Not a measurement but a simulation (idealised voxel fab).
process module | voxel gate over fins
cross-section cut | 150 nm wide | cells 5 nm
A cross-section is a grid of square cells, given in bands from the top down. A band is one or more rows of cells.
Each band's line starts with the height of the band's top and of its bottom, in nm. Then come its materials from left to right, each with its width in nm. One material with "throughout" fills the band from edge to edge. "air" is empty space.
Height 0 is the level under which the wafer as received is all one material. The lowest band goes on downwards, as in "0 down".
A width such as "30 to 40" changes by the same amount from each row of cells to the next, from the band's top row to its bottom row.
"no change" after a step means that no cell of the cross-section changed.
closed voids: empty space of 8 cells or more with no open way to the top, each as width x height at its distance from the left edge, in nm
after a step's settings: what the simulator itself notes on the step
overlay nm, on a step with a mask: how far to the right of its planned place the mask lay; to the left if negative
plan
1 op RECEIVE | material Si
2 op CONFORMAL_DEP | material SiN | thk nm 10
3 op DIRECTIONAL_DEP | material aC | thk nm 10
4 op PATTERN | tone cover | mask id FINS | material resist | width nm 15 | pitch nm 35 | thk nm 25 | overlay nm 0
5 op DIRECTIONAL_ETCH | etch materials aC | depth nm 10
6 op STRIP | etch materials resist
7 op DIRECTIONAL_ETCH | etch materials SiN | depth nm 10
8 op DIRECTIONAL_ETCH | etch materials Si | depth nm 35
9 op STRIP | etch materials aC
10 op FILL_DEP | material SiO2 | thk nm 10
11 op CMP | height nm 10
12 op SELECTIVE_ETCH | etch materials SiO2 | depth nm 20
13 op STRIP | etch materials SiN
14 op CONFORMAL_DEP | material HfO2 | thk nm 5
15 op CONFORMAL_DEP | material TiN | thk nm 5
16 op FILL_DEP | material W | thk nm 15
17 op CMP | height nm 20
18 op CONFORMAL_DEP | material SiCN | thk nm 5
as received, after step 1
  0 down: Si throughout
  closed voids: none
first wafer at the end, as planned
  25 to 20: SiCN throughout
  20 to 10: W throughout
  10 to 5: W 5 | TiN 140 | W 5
  5 to 0: W 5 | TiN 5 | HfO2 25 | TiN 10 | HfO2 25 | TiN 10 | HfO2 25 | TiN 10 | HfO2 25 | TiN 5 | W 5
  0 to -5: TiN 10 | HfO2 5 | Si 15 | HfO2 5 | TiN 10 | HfO2 5 | Si 15 | HfO2 5 | TiN 10 | HfO2 5 | Si 15 | HfO2 5 | TiN 10 | HfO2 5 | Si 15 | HfO2 5 | TiN 10
  -5 to -10: HfO2 15 | Si 15 | HfO2 20 | Si 15 | HfO2 20 | Si 15 | HfO2 20 | Si 15 | HfO2 15
  -10 to -35: SiO2 15 | Si 15 | SiO2 20 | Si 15 | SiO2 20 | Si 15 | SiO2 20 | Si 15 | SiO2 15
  -35 down: Si throughout
  closed voids: none
second wafer at the end: like start, like plan, one mistake
  25 to 20: SiCN throughout
  20 to 10: W throughout
  10 to 5: W 5 | TiN 140 | W 5
  5 to 0: W 5 | TiN 5 | HfO2 25 | TiN 10 | HfO2 25 | TiN 10 | HfO2 25 | TiN 10 | HfO2 25 | TiN 5 | W 5
  0 to -20: W 5 | TiN 5 | HfO2 5 | Si 15 | HfO2 5 | TiN 10 | HfO2 5 | Si 15 | HfO2 5 | TiN 10 | HfO2 5 | Si 15 | HfO2 5 | TiN 10 | HfO2 5 | Si 15 | HfO2 5 | TiN 5 | W 5
  -20 to -25: TiN 10 | HfO2 5 | Si 15 | HfO2 5 | TiN 10 | HfO2 5 | Si 15 | HfO2 5 | TiN 10 | HfO2 5 | Si 15 | HfO2 5 | TiN 10 | HfO2 5 | Si 15 | HfO2 5 | TiN 10
  -25 to -30: HfO2 15 | Si 15 | HfO2 20 | Si 15 | HfO2 20 | Si 15 | HfO2 20 | Si 15 | HfO2 15
  -30 to -35: SiO2 15 | Si 15 | SiO2 20 | Si 15 | SiO2 20 | Si 15 | SiO2 20 | Si 15 | SiO2 15
  -35 down: Si throughout
  closed voids: none
what went wrong: step 12 was run twice
at the end the second wafer has, in cells: 32 more of HfO2 | 72 fewer of SiO2 | 32 more of TiN | 8 more of W
